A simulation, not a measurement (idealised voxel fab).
process module | voxel self aligned vias
Shown is cross-section cut, with a width of 245 nm and square cells of size 5 nm.
Just so we're on the same page, the cross-sections are grids of square cells, and they're listed out in bands top to bottom, each band one or more rows deep. Basically the band line says how high the top is and how high the bottom is, in nm, and then what's in it from left to right, every material with its width in nm. Empty space shows up as "air", and if a single material carries "all across" it runs the full band edge to edge. We count height from 0. Below that, the starting wafer is all one material. The lowest band never ends at the bottom but goes on down; see "z 0 and below" for how that is written. Graded width ("30..40"): value in top row of band = first number; value in bottom row = second number; row-to-row change constant. Basically "no change" means that step didn't change any cell in the cross-section. "Unvented cavities" lists enclosed empty spaces (at least 8 cells, no open path upward to the top), each as width x height at distance from the left edge, in nm. If you see something after the settings on a step's line, that's the simulator's own remark about that step. Each step line may optionally specify "overlay nm", which for a step with a mask gives the rightward distance between the mask's planned place and where it lay, a negative value indicating the leftward direction.
**Steps planned for the process**
step 1: op RECEIVE | material Si
step 2: op CONFORMAL_DEP | material SiO2 | thk nm 10
step 3: op CONFORMAL_DEP | material SiCN | thk nm 5
step 4: op DIRECTIONAL_DEP | material lowk | thk nm 25
step 5: op MASKED_ETCH | tone open | mask id LINES | width nm 25 | pitch nm 60 | etch materials lowk | depth nm 25 | overlay nm 0
step 6: op CONFORMAL_DEP | material TiN | thk nm 5
step 7: op FILL_DEP | material W | thk nm 5
step 8: op CMP | height nm 40
step 9: op SELECTIVE_ETCH | etch materials W Ru TiN | depth nm 10
step 10: op FILL_DEP | material SiN | thk nm 5
step 11: op CMP | height nm 40
step 12: op DIRECTIONAL_DEP | material lowk | thk nm 20
step 13: op PATTERN | tone open | mask id VIAS | material resist | width nm 45 | pitch nm 60 | thk nm 20 | overlay nm 0
step 14: op DIRECTIONAL_ETCH | etch materials lowk | depth nm 20
step 15: op DIRECTIONAL_ETCH | etch materials SiN | depth nm 10
step 16: op STRIP | etch materials resist
step 17: op CONFORMAL_DEP | material TiN | thk nm 5
step 18: op FILL_DEP | material Ru | thk nm 5
step 19: op CMP | height nm 60
step 20: op CONFORMAL_DEP | material SiN | thk nm 5
**The first of the two wafers, which ran as planned**
**The cross-section here shows the wafer as received, i.e. in its state after step 1**
> z 0 and below: Si all across
> Unvented cavities: none
**How the wafer stands in section after step 2**
> z 10 to 0: SiO2 all across
> For the remainder of the cross-section, below 0, there is no change.
**How the wafer stands in section after step 3**
> z 15 to 10: SiCN all across
> For the remainder of the cross-section, below 10, there is no change.
**How the wafer stands in section after step 4**
> z 40 to 15: lowk all across
> For the remainder of the cross-section, below 15, there is no change.
**How the wafer stands in section after step 5**
> z 40 to 15: lowk=80, then air=25, then lowk=35, then air=25, then lowk=80
> For the remainder of the cross-section, below 15, there is no change.
**How the wafer stands in section after step 6**
> z 45 to 40: TiN=85, then air=15, then TiN=45, then air=15, then TiN=85
> z 40 to 20: lowk=80, then TiN=5, then air=15, then TiN=5, then lowk=35, then TiN=5, then air=15, then TiN=5, then lowk=80
> z 20 to 15: lowk=80, then TiN=25, then lowk=35, then TiN=25, then lowk=80
> For the remainder of the cross-section, below 15, there is no change.
**How the wafer stands in section after step 7**
> z 50 to 45: W all across
> z 45 to 40: TiN=85, then W=15, then TiN=45, then W=15, then TiN=85
> z 40 to 20: lowk=80, then TiN=5, then W=15, then TiN=5, then lowk=35, then TiN=5, then W=15, then TiN=5, then lowk=80
> For the remainder of the cross-section, below 20, there is no change.
**How the wafer stands in section after step 8**
> z 40 to 20: lowk=80, then TiN=5, then W=15, then TiN=5, then lowk=35, then TiN=5, then W=15, then TiN=5, then lowk=80
> For the remainder of the cross-section, below 20, there is no change.
**How the wafer stands in section after step 9**
> z 40 to 30: lowk=80, then air=25, then lowk=35, then air=25, then lowk=80
> For the remainder of the cross-section, below 30, there is no change.
**How the wafer stands in section after step 10**
> z 45 to 40: SiN all across
> z 40 to 30: lowk=80, then SiN=25, then lowk=35, then SiN=25, then lowk=80
> For the remainder of the cross-section, below 30, there is no change.
**How the wafer stands in section after step 11**
> z 40 to 30: lowk=80, then SiN=25, then lowk=35, then SiN=25, then lowk=80
> For the remainder of the cross-section, below 30, there is no change.
**How the wafer stands in section after step 12**
> z 60 to 40: lowk all across
> For the remainder of the cross-section, below 40, there is no change.
**How the wafer stands in section after step 13**
> z 80 to 60: resist=70, then air=45, then resist=15, then air=45, then resist=70
> For the remainder of the cross-section, below 60, there is no change.
**How the wafer stands in section after step 14**
> z 80 to 60: resist=70, then air=45, then resist=15, then air=45, then resist=70
> z 60 to 40: lowk=70, then air=45, then lowk=15, then air=45, then lowk=70
> For the remainder of the cross-section, below 40, there is no change.
**How the wafer stands in section after step 15**
> z 80 to 60: resist=70, then air=45, then resist=15, then air=45, then resist=70
> z 60 to 40: lowk=70, then air=45, then lowk=15, then air=45, then lowk=70
> z 40 to 30: lowk=80, then air=25, then lowk=35, then air=25, then lowk=80
> For the remainder of the cross-section, below 30, there is no change.
**How the wafer stands in section after step 16**
> z 60 to 40: lowk=70, then air=45, then lowk=15, then air=45, then lowk=70
> For the remainder of the cross-section, below 40, there is no change.
**How the wafer stands in section after step 17**
> z 65 to 60: TiN=75, then air=35, then TiN=25, then air=35, then TiN=75
> z 60 to 45: lowk=70, then TiN=5, then air=35, then TiN=5, then lowk=15, then TiN=5, then air=35, then TiN=5, then lowk=70
> z 45 to 35: lowk=70..80, then TiN=15..5, then air=15, then TiN=15..5, then lowk=15..35, then TiN=15..5, then air=15, then TiN=15..5, then lowk=70..80
> z 35 to 30: lowk=80, then TiN=25, then lowk=35, then TiN=25, then lowk=80
> For the remainder of the cross-section, below 30, there is no change.
**How the wafer stands in section after step 18**
> z 70 to 65: Ru all across
> z 65 to 60: TiN=75, then Ru=35, then TiN=25, then Ru=35, then TiN=75
> z 60 to 45: lowk=70, then TiN=5, then Ru=35, then TiN=5, then lowk=15, then TiN=5, then Ru=35, then TiN=5, then lowk=70
> z 45 to 35: lowk=70..80, then TiN=15..5, then Ru=15, then TiN=15..5, then lowk=15..35, then TiN=15..5, then Ru=15, then TiN=15..5, then lowk=70..80
> For the remainder of the cross-section, below 35, there is no change.
**How the wafer stands in section after step 19**
> z 60 to 45: lowk=70, then TiN=5, then Ru=35, then TiN=5, then lowk=15, then TiN=5, then Ru=35, then TiN=5, then lowk=70
> For the remainder of the cross-section, below 45, there is no change.
**How the wafer stands in section after step 20**
> z 65 to 60: SiN all across
> For the remainder of the cross-section, below 60, there is no change.
**second wafer: like start, like plan, one mistake. Through step 2 it matches the first wafer**
**Second wafer, cut view, end of step 3 per plan**
> z 35 to 10: lowk all across
> For the remainder of the cross-section, below 10, there is no change.
**Second wafer, cut view, end of step 4 per plan**
> z 40 to 35: SiCN all across
> For the remainder of the cross-section, below 35, there is no change.
Second wafer, cut view, end of step 5 per plan: no change
**Second wafer, cut view, end of step 6 per plan**
> z 45 to 40: TiN all across
> For the remainder of the cross-section, below 40, there is no change.
**Second wafer, cut view, end of step 7 per plan**
> z 50 to 45: W all across
> For the remainder of the cross-section, below 45, there is no change.
**Second wafer, cut view, end of step 8 per plan**
> z 40 to 35: SiCN all across
> For the remainder of the cross-section, below 35, there is no change.
Second wafer, cut view, end of step 9 per plan: no change
**Second wafer, cut view, end of step 10 per plan**
> z 45 to 40: SiN all across
> For the remainder of the cross-section, below 40, there is no change.
**Second wafer, cut view, end of step 11 per plan**
> z 40 to 35: SiCN all across
> For the remainder of the cross-section, below 35, there is no change.
**Second wafer, cut view, end of step 12 per plan**
> z 60 to 40: lowk all across
> For the remainder of the cross-section, below 40, there is no change.
**Second wafer, cut view, end of step 13 per plan**
> z 80 to 60: resist=70, then air=45, then resist=15, then air=45, then resist=70
> For the remainder of the cross-section, below 60, there is no change.
**Second wafer, cut view, end of step 14 per plan**
> z 80 to 60: resist=70, then air=45, then resist=15, then air=45, then resist=70
> z 60 to 40: lowk=70, then air=45, then lowk=15, then air=45, then lowk=70
> For the remainder of the cross-section, below 40, there is no change.
Second wafer, cut view, end of step 15 per plan: no change
**Second wafer, cut view, end of step 16 per plan**
> z 60 to 40: lowk=70, then air=45, then lowk=15, then air=45, then lowk=70
> For the remainder of the cross-section, below 40, there is no change.
**Second wafer, cut view, end of step 17 per plan**
> z 65 to 60: TiN=75, then air=35, then TiN=25, then air=35, then TiN=75
> z 60 to 45: lowk=70, then TiN=5, then air=35, then TiN=5, then lowk=15, then TiN=5, then air=35, then TiN=5, then lowk=70
> z 45 to 40: lowk=70, then TiN=45, then lowk=15, then TiN=45, then lowk=70
> For the remainder of the cross-section, below 40, there is no change.
**Second wafer, cut view, end of step 18 per plan**
> z 70 to 65: Ru all across
> z 65 to 60: TiN=75, then Ru=35, then TiN=25, then Ru=35, then TiN=75
> z 60 to 45: lowk=70, then TiN=5, then Ru=35, then TiN=5, then lowk=15, then TiN=5, then Ru=35, then TiN=5, then lowk=70
> For the remainder of the cross-section, below 45, there is no change.
**Second wafer, cut view, end of step 19 per plan**
> z 60 to 45: lowk=70, then TiN=5, then Ru=35, then TiN=5, then lowk=15, then TiN=5, then Ru=35, then TiN=5, then lowk=70
> For the remainder of the cross-section, below 45, there is no change.
**Second wafer, cut view, end of step 20 per plan**
> z 65 to 60: SiN all across
> For the remainder of the cross-section, below 60, there is no change.
The mistake made against the process plan was this: the executed order of steps 3 and 4 is the reverse of that specified in the plan, each step having taken the other's position
Final wafer comparison in cells, second versus first, more or fewer per material: -12 Ru; -26 TiN; -12 W; +50 lowk
